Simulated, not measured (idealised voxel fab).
process module | voxel self aligned contacts
cross-section cut | 290 nm wide | cells 5 nm
A cross-section is a grid of square cells, given in bands from the top down. A band is one or more rows of cells.
Each band's line starts with the height of the band's top and of its bottom, in nm. Then come its materials from left to right, each with its width in nm. One material with "throughout" fills the band from edge to edge. "air" is empty space.
Height 0 is the level under which the wafer as received is all one material. The lowest band goes on downwards, as in "0 down".
A width such as "30 to 40" changes by the same amount from each row of cells to the next, from the band's top row to its bottom row.
"no change" after a step means that no cell of the cross-section changed.
closed voids: empty space of 8 cells or more with no open way to the top, each as width x height at its distance from the left edge, in nm
after a step's settings: what the simulator itself notes on the step
overlay nm, on a step with a mask: how far to the right of its planned place the mask lay; to the left if negative
plan
1 op RECEIVE | material Si
2 op OXIDIZE | depth nm 5
3 op DIRECTIONAL_DEP | material polySi | thk nm 25
4 op DIRECTIONAL_DEP | material SiN | thk nm 20
5 op DIRECTIONAL_DEP | material aC | thk nm 10
6 op PATTERN | tone cover | mask id GATE | material resist | width nm 25 | pitch nm 60 | thk nm 25 | overlay nm 0
7 op DIRECTIONAL_ETCH | etch materials aC | depth nm 10
8 op STRIP | etch materials resist
9 op DIRECTIONAL_ETCH | etch materials SiN | depth nm 20
10 op DIRECTIONAL_ETCH | etch materials polySi | depth nm 25
11 op STRIP | etch materials aC
12 op CONFORMAL_DEP | material SiN | thk nm 10
13 op DIRECTIONAL_ETCH | etch materials SiN | depth nm 10
14 op FILL_DEP | material SiO2 | thk nm 20
15 op CMP | height nm 55
16 op MASKED_ETCH | tone open | mask id CONTACT | width nm 45 | etch materials SiO2 | depth nm 60 | overlay nm 0
17 op CONFORMAL_DEP | material TiN | thk nm 5
18 op FILL_DEP | material Ru | thk nm 10
19 op CMP | height nm 55
20 op CONFORMAL_DEP | material SiN | thk nm 5
as received, after step 1
  0 down: Si throughout
  closed voids: none
first wafer at the end, as planned
  60 to 55: SiN throughout
  55 to 45: SiO2 120 | TiN 5 to 20 | Ru 35 to 5 | TiN 5 to 20 | SiO2 125
  45 to 25: SiO2 90 | SiN 45 | TiN 5 | Ru 5 | TiN 5 | SiN 45 | SiO2 95
  25 to 0: SiO2 90 | SiN 10 | polySi 25 | SiN 10 | TiN 5 | Ru 5 | TiN 5 | SiN 10 | polySi 25 | SiN 10 | SiO2 95
  0 to -5: SiO2 135 | TiN 15 | SiO2 140
  -5 down: Si throughout
  closed voids: none
second wafer at the end: like start, like plan, one mistake
  60 to 55: SiN throughout
  55 to 45: Ru 115 to 85 | TiN 5 to 35 | SiO2 45 | TiN 5 to 35 | Ru 120 to 90
  45 to 25: Ru 85 | TiN 5 | SiN 45 | SiO2 15 | SiN 45 | TiN 5 | Ru 90
  25 to 0: Ru 85 | TiN 5 | SiN 10 | polySi 25 | SiN 10 | SiO2 15 | SiN 10 | polySi 25 | SiN 10 | TiN 5 | Ru 90
  0 to -5: TiN 90 | SiO2 105 | TiN 95
  -5 down: Si throughout
  closed voids: none
what went wrong: step 16 ran as: op MASKED_ETCH | tone cover | mask id CONTACT | width nm 45 | etch materials SiO2 | depth nm 60 | overlay nm 0
at the end the second wafer has, in cells: 380 more of Ru | 420 fewer of SiO2 | 40 more of TiN
